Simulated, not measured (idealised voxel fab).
A process module follows: voxel self aligned contacts.
Cross-section cut spans 225 nm and uses square cells 5 nm in size.
Cross-section, as written here: a square-cell grid given band by band from the top down, where a band holds one or more rows of cells. What a band's entry tells you: where the top is and where the bottom is, as heights in nm, and after that what lies inside, material by material from left to right, each with its width in nm. Empty space is written as the word "blank", and a single material marked with the word "throughout" occupies the band from edge to edge. Zero point of the height axis is 0; under it, received wafer = one material. Lowest band: continues down indefinitely, "0 -> down". A width given as "30..40" starts at the first number in the band's top row and ends at the second number in its bottom row, shifting by an equal amount at every step from row to row. You'll sometimes find "nothing different" written for a step, and that's the way of saying that nowhere in the cross-section did a cell change during that step. Reported under the label "Voids, enclosed" are the empty spaces having no open way to the top and comprising 8 cells or more; the notation for each is width x height at distance, in which the distance is measured from the left edge and all three values are in nm. Step line, after settings: the simulator's comment on this step. The "overlay nm" setting may appear on a step's line; for a step that uses a mask, it gives how far to the right of its planned position the mask lay, and a negative value indicates the left.

This section lists the process steps that were planned
1. op RECEIVE | material Si
2. op CONFORMAL_DEP | material SiO2 | thk nm 5
3. op DIRECTIONAL_DEP | material polySi | thk nm 20
4. op DIRECTIONAL_DEP | material SiN | thk nm 20
5. op DIRECTIONAL_DEP | material aC | thk nm 15
6. op PATTERN | tone cover | mask id GATE | material resist | width nm 35 | pitch nm 75 | thk nm 35 | overlay nm 0
7. op DIRECTIONAL_ETCH | etch materials aC | depth nm 15
8. op STRIP | etch materials resist
9. op DIRECTIONAL_ETCH | etch materials SiN | depth nm 20
10. op DIRECTIONAL_ETCH | etch materials polySi | depth nm 20
11. op STRIP | etch materials aC
12. op CONFORMAL_DEP | material SiN | thk nm 10
13. op DIRECTIONAL_ETCH | etch materials SiN | depth nm 10
14. op FILL_DEP | material SiO2 | thk nm 15
15. op CMP | height nm 55
16. op PATTERN | tone open | mask id CONTACT | material resist | width nm 50 | thk nm 20 | overlay nm 0
17. op DIRECTIONAL_ETCH | etch materials SiO2 | depth nm 55
18. op STRIP | etch materials resist
19. op CONFORMAL_DEP | material TiN | thk nm 5
20. op FILL_DEP | material W | thk nm 10
21. op CMP | height nm 55
22. op CONFORMAL_DEP | material SiCN | thk nm 5

first wafer, as planned

Shown in cross-section is the wafer as received, that is, as it stands after step 1
    0 -> down  Si throughout
    Voids, enclosed: none

Wafer xsec, post step 2
    5 -> 0  SiO2 throughout
    Rest of section, below 0: as before.

Wafer xsec, post step 3
    25 -> 5  polySi throughout
    Rest of section, below 5: as before.

Wafer xsec, post step 4
    45 -> 25  SiN throughout
    Rest of section, below 25: as before.

Wafer xsec, post step 5
    60 -> 45  aC throughout
    Rest of section, below 45: as before.

Wafer xsec, post step 6
    95 -> 60  55 of blank  35 of resist  40 of blank  35 of resist  60 of blank
    Rest of section, below 60: as before.

Wafer xsec, post step 7
    80 -> 60  55 of blank  35 of resist  40 of blank  35 of resist  60 of blank
    60 -> 45  55 of blank  35 of aC  40 of blank  35 of aC  60 of blank
    Rest of section, below 45: as before.

Wafer xsec, post step 8
    60 -> 45  55 of blank  35 of aC  40 of blank  35 of aC  60 of blank
    Rest of section, below 45: as before.

Wafer xsec, post step 9
    60 -> 45  55 of blank  35 of aC  40 of blank  35 of aC  60 of blank
    45 -> 25  55 of blank  35 of SiN  40 of blank  35 of SiN  60 of blank
    Rest of section, below 25: as before.

Wafer xsec, post step 10
    60 -> 45  55 of blank  35 of aC  40 of blank  35 of aC  60 of blank
    45 -> 25  55 of blank  35 of SiN  40 of blank  35 of SiN  60 of blank
    25 -> 5  55 of blank  35 of polySi  40 of blank  35 of polySi  60 of blank
    Rest of section, below 5: as before.

Wafer xsec, post step 11
    45 -> 25  55 of blank  35 of SiN  40 of blank  35 of SiN  60 of blank
    Rest of section, below 25: as before.

Wafer xsec, post step 12
    55 -> 25  45 of blank  55 of SiN  20 of blank  55 of SiN  50 of blank
    25 -> 15  45 of blank  10 of SiN  35 of polySi  10 of SiN  20 of blank  10 of SiN  35 of polySi  10 of SiN  50 of blank
    15 -> 5  55 of SiN  35 of polySi  40 of SiN  35 of polySi  60 of SiN
    Rest of section, below 5: as before.

Wafer xsec, post step 13
    45 -> 25  45 of blank  55 of SiN  20 of blank  55 of SiN  50 of blank
    25 -> 5  45 of blank  10 of SiN  35 of polySi  10 of SiN  20 of blank  10 of SiN  35 of polySi  10 of SiN  50 of blank
    Rest of section, below 5: as before.

Wafer xsec, post step 14
    60 -> 45  SiO2 throughout
    45 -> 25  45 of SiO2  55 of SiN  20 of SiO2  55 of SiN  50 of SiO2
    25 -> 5  45 of SiO2  10 of SiN  35 of polySi  10 of SiN  20 of SiO2  10 of SiN  35 of polySi  10 of SiN  50 of SiO2
    Rest of section, below 5: as before.

Wafer xsec, post step 15
    55 -> 45  SiO2 throughout
    Rest of section, below 45: as before.

Wafer xsec, post step 16
    75 -> 55  85 of resist  50 of blank  90 of resist
    Rest of section, below 55: as before.

Wafer xsec, post step 17
    75 -> 55  85 of resist  50 of blank  90 of resist
    55 -> 45  85 of SiO2  50 of blank  90 of SiO2
    45 -> 25  45 of SiO2  55 of SiN  20 of blank  55 of SiN  50 of SiO2
    25 -> 5  45 of SiO2  10 of SiN  35 of polySi  10 of SiN  20 of blank  10 of SiN  35 of polySi  10 of SiN  50 of SiO2
    5 -> 0  100 of SiO2  20 of blank  105 of SiO2
    Rest of section, below 0: as before.

Wafer xsec, post step 18
    55 -> 45  85 of SiO2  50 of blank  90 of SiO2
    Rest of section, below 45: as before.

Wafer xsec, post step 19
    60 -> 55  90 of TiN  40 of blank  95 of TiN
    55 -> 45  85 of SiO2  5..20 of TiN  40..10 of blank  5..20 of TiN  90 of SiO2
    45 -> 25  45 of SiO2  55 of SiN  5 of TiN  10 of blank  5 of TiN  55 of SiN  50 of SiO2
    25 -> 5  45 of SiO2  10 of SiN  35 of polySi  10 of SiN  5 of TiN  10 of blank  5 of TiN  10 of SiN  35 of polySi  10 of SiN  50 of SiO2
    5 -> 0  100 of SiO2  20 of TiN  105 of SiO2
    Rest of section, below 0: as before.

Wafer xsec, post step 20
    70 -> 60  W throughout
    60 -> 55  90 of TiN  40 of W  95 of TiN
    55 -> 45  85 of SiO2  5..20 of TiN  40..10 of W  5..20 of TiN  90 of SiO2
    45 -> 25  45 of SiO2  55 of SiN  5 of TiN  10 of W  5 of TiN  55 of SiN  50 of SiO2
    25 -> 5  45 of SiO2  10 of SiN  35 of polySi  10 of SiN  5 of TiN  10 of W  5 of TiN  10 of SiN  35 of polySi  10 of SiN  50 of SiO2
    Rest of section, below 5: as before.

Wafer xsec, post step 21
    55 -> 45  85 of SiO2  5..20 of TiN  40..10 of W  5..20 of TiN  90 of SiO2
    Rest of section, below 45: as before.

Wafer xsec, post step 22
    60 -> 55  SiCN throughout
    Rest of section, below 55: as before.

For the second wafer, take the first wafer's start and plan, then add one mistake made in running it; everything through step 5, that step included, is shared with the first

Planned end of step 6: second wafer, cross-section
    95 -> 60  55 of resist  35 of blank  40 of resist  35 of blank  60 of resist
    Rest of section, below 60: as before.

Planned end of step 7: second wafer, cross-section
    80 -> 60  55 of resist  35 of blank  40 of resist  35 of blank  60 of resist
    60 -> 45  55 of aC  35 of blank  40 of aC  35 of blank  60 of aC
    Rest of section, below 45: as before.

Planned end of step 8: second wafer, cross-section
    60 -> 45  55 of aC  35 of blank  40 of aC  35 of blank  60 of aC
    Rest of section, below 45: as before.

Planned end of step 9: second wafer, cross-section
    60 -> 45  55 of aC  35 of blank  40 of aC  35 of blank  60 of aC
    45 -> 25  55 of SiN  35 of blank  40 of SiN  35 of blank  60 of SiN
    Rest of section, below 25: as before.

Planned end of step 10: second wafer, cross-section
    60 -> 45  55 of aC  35 of blank  40 of aC  35 of blank  60 of aC
    45 -> 25  55 of SiN  35 of blank  40 of SiN  35 of blank  60 of SiN
    25 -> 5  55 of polySi  35 of blank  40 of polySi  35 of blank  60 of polySi
    Rest of section, below 5: as before.

Planned end of step 11: second wafer, cross-section
    45 -> 25  55 of SiN  35 of blank  40 of SiN  35 of blank  60 of SiN
    Rest of section, below 25: as before.

Planned end of step 12: second wafer, cross-section
    55 -> 25  65 of SiN  15 of blank  60 of SiN  15 of blank  70 of SiN
    25 -> 15  55 of polySi  10 of SiN  15 of blank  10 of SiN  40 of polySi  10 of SiN  15 of blank  10 of SiN  60 of polySi
    15 -> 5  55 of polySi  35 of SiN  40 of polySi  35 of SiN  60 of polySi
    Rest of section, below 5: as before.

Planned end of step 13: second wafer, cross-section
    45 -> 25  65 of SiN  15 of blank  60 of SiN  15 of blank  70 of SiN
    25 -> 5  55 of polySi  10 of SiN  15 of blank  10 of SiN  40 of polySi  10 of SiN  15 of blank  10 of SiN  60 of polySi
    Rest of section, below 5: as before.

Planned end of step 14: second wafer, cross-section
    60 -> 45  SiO2 throughout
    45 -> 25  65 of SiN  15 of SiO2  60 of SiN  15 of SiO2  70 of SiN
    25 -> 5  55 of polySi  10 of SiN  15 of SiO2  10 of SiN  40 of polySi  10 of SiN  15 of SiO2  10 of SiN  60 of polySi
    Rest of section, below 5: as before.

Planned end of step 15: second wafer, cross-section
    55 -> 45  SiO2 throughout
    Rest of section, below 45: as before.

Planned end of step 16: second wafer, cross-section
    75 -> 55  85 of resist  50 of blank  90 of resist
    Rest of section, below 55: as before.

Planned end of step 17: second wafer, cross-section
    75 -> 55  85 of resist  50 of blank  90 of resist
    55 -> 45  85 of SiO2  50 of blank  90 of SiO2
    Rest of section, below 45: as before.

Planned end of step 18: second wafer, cross-section
    55 -> 45  85 of SiO2  50 of blank  90 of SiO2
    Rest of section, below 45: as before.

Planned end of step 19: second wafer, cross-section
    60 -> 55  90 of TiN  40 of blank  95 of TiN
    55 -> 50  85 of SiO2  5 of TiN  40 of blank  5 of TiN  90 of SiO2
    50 -> 45  85 of SiO2  50 of TiN  90 of SiO2
    Rest of section, below 45: as before.

Planned end of step 20: second wafer, cross-section
    70 -> 60  W throughout
    60 -> 55  90 of TiN  40 of W  95 of TiN
    55 -> 50  85 of SiO2  5 of TiN  40 of W  5 of TiN  90 of SiO2
    Rest of section, below 50: as before.

Planned end of step 21: second wafer, cross-section
    55 -> 50  85 of SiO2  5 of TiN  40 of W  5 of TiN  90 of SiO2
    Rest of section, below 50: as before.

Planned end of step 22: second wafer, cross-section
    60 -> 55  SiCN throughout
    Rest of section, below 55: as before.
Nonconformance to the process plan: step 6 changed vs plan, executed as op PATTERN | tone open | mask id GATE | material resist | width nm 35 | pitch nm 75 | thk nm 35 | overlay nm 0
Cell-count delta at end, second wafer over first, by material: +68 SiN, -100 SiO2, -18 TiN, -18 W, +68 polySi
